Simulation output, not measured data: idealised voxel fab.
process module | voxel ribs on slabs
cross-section cut | 200 nm wide | cells 5 nm
A cross-section is a grid of square cells, given in bands from the top down. A band is one or more rows of cells.
Each band's line starts with the height of the band's top and of its bottom, in nm. Then come its materials from left to right, each with its width in nm. One material with "throughout" fills the band from edge to edge. "air" is empty space.
Height 0 is the level under which the wafer as received is all one material. The lowest band goes on downwards, as in "0 down".
A width such as "30 to 40" changes by the same amount from each row of cells to the next, from the band's top row to its bottom row.
"no change" after a step means that no cell of the cross-section changed.
closed voids: empty space of 8 cells or more with no open way to the top, each as width x height at its distance from the left edge, in nm
after a step's settings: what the simulator itself notes on the step
overlay nm, on a step with a mask: how far to the right of its planned place the mask lay; to the left if negative
plan
1 op RECEIVE | material Si
2 op DIRECTIONAL_DEP | material SiO2 | thk nm 20
3 op DIRECTIONAL_DEP | material SiN | thk nm 20
4 op DIRECTIONAL_DEP | material aC | thk nm 10
5 op PATTERN | tone cover | mask id RIB | material resist | width nm 20 | thk nm 25 | overlay nm 0
6 op DIRECTIONAL_ETCH | etch materials aC | depth nm 10
7 op STRIP | etch materials resist
8 op DIRECTIONAL_ETCH | etch materials SiN | depth nm 10
9 op STRIP | etch materials aC
10 op DIRECTIONAL_DEP | material aC | thk nm 15
11 op PATTERN | tone cover | mask id SLAB | material resist | width nm 50 | thk nm 30 | overlay nm 0
12 op DIRECTIONAL_ETCH | etch materials aC | depth nm 15
13 op STRIP | etch materials resist
14 op DIRECTIONAL_ETCH | etch materials SiN | depth nm 10
15 op STRIP | etch materials aC
16 op FILL_DEP | material SiO2 | thk nm 30
17 op CMP | height nm 60
18 op DIRECTIONAL_DEP | material TiN | thk nm 5
19 op MASKED_ETCH | tone cover | mask id HEATER | width nm 30 | etch materials TiN | depth nm 5 | overlay nm 0
20 op CONFORMAL_DEP | material SiN | thk nm 5
as received, after step 1
  0 down: Si throughout
  closed voids: none
first wafer at the end, as planned
  70 to 65: air 80 | SiN 40 | air 80
  65 to 60: SiN 85 | TiN 30 | SiN 85
  60 to 40: SiO2 throughout
  40 to 30: SiO2 90 | SiN 20 | SiO2 90
  30 to 20: SiO2 75 | SiN 50 | SiO2 75
  20 to 0: SiO2 throughout
  0 down: Si throughout
  closed voids: none
second wafer at the end: like start, like plan, one mistake
  70 to 65: air 80 | SiN 40 | air 80
  65 to 60: SiN 85 | TiN 30 | SiN 85
  60 to 30: SiO2 throughout
  30 to 20: SiO2 90 | SiN 20 | SiO2 90
  20 to 10: SiO2 75 | SiN 50 | SiO2 75
  10 to 0: SiO2 throughout
  0 down: Si throughout
  closed voids: none
what went wrong: step 2 ran as: op DIRECTIONAL_DEP | material SiO2 | thk nm 10
at the end the second wafer has, in cells: as many of each material as the first, in other places
